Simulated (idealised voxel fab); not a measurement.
process module | voxel self aligned contacts
cross-section cut | 160 nm wide | cells 5 nm
A cross-section is a grid of square cells, given in bands from the top down. A band is one or more rows of cells.
Each band's line starts with the height of the band's top and of its bottom, in nm. Then come its materials from left to right, each with its width in nm. One material with "throughout" fills the band from edge to edge. "air" is empty space.
Height 0 is the level under which the wafer as received is all one material. The lowest band goes on downwards, as in "0 down".
A width such as "30 to 40" changes by the same amount from each row of cells to the next, from the band's top row to its bottom row.
"no change" after a step means that no cell of the cross-section changed.
closed voids: empty space of 8 cells or more with no open way to the top, each as width x height at its distance from the left edge, in nm
after a step's settings: what the simulator itself notes on the step
overlay nm, on a step with a mask: how far to the right of its planned place the mask lay; to the left if negative
plan
1 op RECEIVE | material Si
2 op CONFORMAL_DEP | material SiO2 | thk nm 5
3 op DIRECTIONAL_DEP | material polySi | thk nm 20
4 op DIRECTIONAL_DEP | material SiN | thk nm 25
5 op MASKED_ETCH | tone cover | mask id GATE | width nm 25 | pitch nm 60 | etch materials SiN | depth nm 25 | overlay nm 0
6 op MASKED_ETCH | tone cover | mask id GATE | width nm 25 | pitch nm 60 | etch materials polySi | depth nm 20 | overlay nm 0
7 op CONFORMAL_DEP | material SiN | thk nm 10
8 op DIRECTIONAL_ETCH | etch materials SiN | depth nm 10
9 op FILL_DEP | material SiO2 | thk nm 20
10 op CMP | height nm 60
11 op MASKED_ETCH | tone open | mask id CONTACT | width nm 45 | etch materials SiO2 | depth nm 50 | overlay nm 0
12 op CONFORMAL_DEP | material TiN | thk nm 5
13 op FILL_DEP | material Ru | thk nm 10
14 op CMP | height nm 60
15 op CONFORMAL_DEP | material SiCN | thk nm 5
varied across the wafers: depth nm of step 11. The plan shows the first wafer's value. All wafers start alike
first wafer as received, after step 1
  0 down: Si throughout
  closed voids: none
each wafer at the end: cells of each material gained (+) or lost (-) since it was received, then its closed voids
depth nm 50 | +15 Ru | +32 SiCN | +122 SiN | +180 SiO2 | +27 TiN | +40 polySi | closed voids: none
depth nm 55 | +16 Ru | +32 SiCN | +122 SiN | +177 SiO2 | +29 TiN | +40 polySi | closed voids: none
depth nm 60 | +17 Ru | +32 SiCN | +122 SiN | +174 SiO2 | +31 TiN | +40 polySi | closed voids: none
depth nm 65 | +17 Ru | +32 SiCN | +122 SiN | +174 SiO2 | +31 TiN | +40 polySi | closed voids: none
depth nm 70 | +17 Ru | +32 SiCN | +122 SiN | +174 SiO2 | +31 TiN | +40 polySi | closed voids: none
depth nm 75 | +17 Ru | +32 SiCN | +122 SiN | +174 SiO2 | +31 TiN | +40 polySi | closed voids: none
